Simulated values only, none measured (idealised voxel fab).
The following process module bears the name voxel self aligned contacts.
Shown is cross-section cut, with a width of 215 nm and square cells of size 5 nm.
A cross-section is a grid of square cells, given in bands from the top down. A band is one or more rows of cells. For a band, the entry starts with two heights in nm, that of the top and then that of the bottom, and carries on with the band's materials in order from left to right, each alongside its width in nm; the word "everywhere" beside a single material means it fills the band edge to edge, and "empty" means empty space. Basically, 0 is our baseline, since under it the wafer straight out of the box is all one material. The bottom band has no lower end and keeps on going down, so it looks like "0 and below". You'd read "30->40" like this: the band's top row of cells is as wide as the first number, its bottom row is as wide as the second, and going down, every row changes width by the same amount as the row before did. For the purposes of this document, the phrase "no change" attached to a step denotes that no cell within the cross-section was modified by that step. Under "Cavities, closed" you'll find the enclosed gaps, the ones with no way out to the top, that are 8 cells or bigger; each reads width x height at distance, with distance counted from the left edge, everything in nm. What comes after the settings on a step's line is commentary from the simulator itself on that step. A step's line can hold "overlay nm"; with a mask on that step, the setting says how far right of the planned place the mask lay, while a negative setting says it lay to the left.

Process steps foreseen in the plan
1,RECEIVE | material Si
2,CONFORMAL_DEP | material SiO2 | thk nm 5
3,DIRECTIONAL_DEP | material polySi | thk nm 30
4,DIRECTIONAL_DEP | material SiN | thk nm 15
5,DIRECTIONAL_DEP | material aC | thk nm 15
6,PATTERN | tone cover | mask id GATE | material resist | width nm 35 | pitch nm 60 | thk nm 30 | overlay nm 0
7,DIRECTIONAL_ETCH | etch materials aC | depth nm 15
8,STRIP | etch materials resist
9,DIRECTIONAL_ETCH | etch materials SiN | depth nm 15
10,DIRECTIONAL_ETCH | etch materials polySi | depth nm 30
11,STRIP | etch materials aC
12,CONFORMAL_DEP | material SiN | thk nm 5
13,DIRECTIONAL_ETCH | etch materials SiN | depth nm 5
14,FILL_DEP | material SiO2 | thk nm 20
15,CMP | height nm 60
16,PATTERN | tone open | mask id CONTACT | material resist | width nm 45 | thk nm 20 | overlay nm 0
17,DIRECTIONAL_ETCH | etch materials SiO2 | depth nm 60
18,STRIP | etch materials resist
19,CONFORMAL_DEP | material TiN | thk nm 5
20,FILL_DEP | material W | thk nm 5
21,CMP | height nm 60
22,CONFORMAL_DEP | material SiN | thk nm 5

As-received state of the wafer in cross-section, equivalent to post-step 1
	0 and below: Si everywhere
	Cavities, closed: none

Cross-sectional view of the first of the two wafers upon completion of the module, processed in accordance with the plan
	65 down to 60: SiN everywhere
	60 down to 50: 85 of SiO2, then 5->20 of TiN, then 35->5 of W, then 5->20 of TiN, then 85 of SiO2
	50 down to 35: 55 of SiO2, then 45 of SiN, then 5 of TiN, then 5 of W, then 5 of TiN, then 45 of SiN, then 55 of SiO2
	35 down to 5: 55 of SiO2, then 5 of SiN, then 35 of polySi, then 5 of SiN, then 5 of TiN, then 5 of W, then 5 of TiN, then 5 of SiN, then 35 of polySi, then 5 of SiN, then 55 of SiO2
	5 down to 0: 100 of SiO2, then 15 of TiN, then 100 of SiO2
	0 and below: Si everywhere
	Cavities, closed: none

Wafer two cross-section, module end. Start and plan unchanged from wafer one; one mistake made during the run
	65 down to 60: SiN everywhere
	60 down to 50: 85 of SiO2, then 5->20 of TiN, then 35->5 of W, then 5->20 of TiN, then 85 of SiO2
	50 down to 35: 55 of SiO2, then 45 of SiN, then 5 of TiN, then 5 of W, then 5 of TiN, then 45 of SiN, then 55 of SiO2
	35 down to 15: 55 of SiO2, then 5 of SiN, then 35 of polySi, then 5 of SiN, then 5 of TiN, then 5 of W, then 5 of TiN, then 5 of SiN, then 35 of polySi, then 5 of SiN, then 55 of SiO2
	15 down to 10: 55 of SiO2, then 5 of SiN, then 35 of polySi, then 5 of SiN, then 15 of TiN, then 5 of SiN, then 35 of polySi, then 5 of SiN, then 55 of SiO2
	10 down to 5: 60 of SiN, then 35 of polySi, then 25 of SiN, then 35 of polySi, then 60 of SiN
	5 down to 0: SiO2 everywhere
	0 and below: Si everywhere
	Cavities, closed: none
Deviation from plan: the processing plan was not followed for steps 12 and 13, which were run with their positions exchanged
The closing comparison, in cells, has the second wafer with more or fewer of some materials than the first: +25 SiN; -19 SiO2; -4 TiN; -2 W
